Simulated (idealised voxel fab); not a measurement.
process module | voxel double patterning
cross-section cut | 150 nm wide | cells 5 nm
A cross-section is a grid of square cells, given in bands from the top down. A band is one or more rows of cells.
Each band's line starts with the height of the band's top and of its bottom, in nm. Then come its materials from left to right, each with its width in nm. One material with "throughout" fills the band from edge to edge. "air" is empty space.
Height 0 is the level under which the wafer as received is all one material. The lowest band goes on downwards, as in "0 down".
A width such as "30 to 40" changes by the same amount from each row of cells to the next, from the band's top row to its bottom row.
"no change" after a step means that no cell of the cross-section changed.
closed voids: empty space of 8 cells or more with no open way to the top, each as width x height at its distance from the left edge, in nm
after a step's settings: what the simulator itself notes on the step
overlay nm, on a step with a mask: how far to the right of its planned place the mask lay; to the left if negative
plan
1 op RECEIVE | material Si
2 op CONFORMAL_DEP | material SiO2 | thk nm 10
3 op DIRECTIONAL_DEP | material TiN | thk nm 10
4 op DIRECTIONAL_DEP | material SiN | thk nm 5
5 op MASKED_ETCH | tone open | mask id FIRST | width nm 15 | pitch nm 50 | etch materials SiN | depth nm 5 | overlay nm 0
6 op DIRECTIONAL_DEP | material aC | thk nm 15
7 op PATTERN | tone open | mask id SECOND | material resist | width nm 15 | pitch nm 50 | thk nm 35 | overlay nm 0
8 op DIRECTIONAL_ETCH | etch materials aC | depth nm 15
9 op STRIP | etch materials resist
10 op DIRECTIONAL_ETCH | etch materials SiN | depth nm 5
11 op STRIP | etch materials aC
12 op DIRECTIONAL_ETCH | etch materials TiN | depth nm 10
13 op STRIP | etch materials SiN
as received, after step 1
  0 down: Si throughout
  closed voids: none
first wafer at the end, as planned
  20 to 10: TiN 15 | air 15 | TiN 10 | air 15 | TiN 10 | air 15 | TiN 10 | air 15 | TiN 10 | air 15 | TiN 20
  10 to 0: SiO2 throughout
  0 down: Si throughout
  closed voids: none
second wafer at the end: like start, like plan, one mistake
  25 to 15: TiN 15 | air 15 | TiN 10 | air 15 | TiN 10 | air 15 | TiN 10 | air 15 | TiN 10 | air 15 | TiN 20
  15 to 0: SiO2 throughout
  0 down: Si throughout
  closed voids: none
what went wrong: step 2 ran as: op CONFORMAL_DEP | material SiO2 | thk nm 15
at the end the second wafer has, in cells: 30 more of SiO2
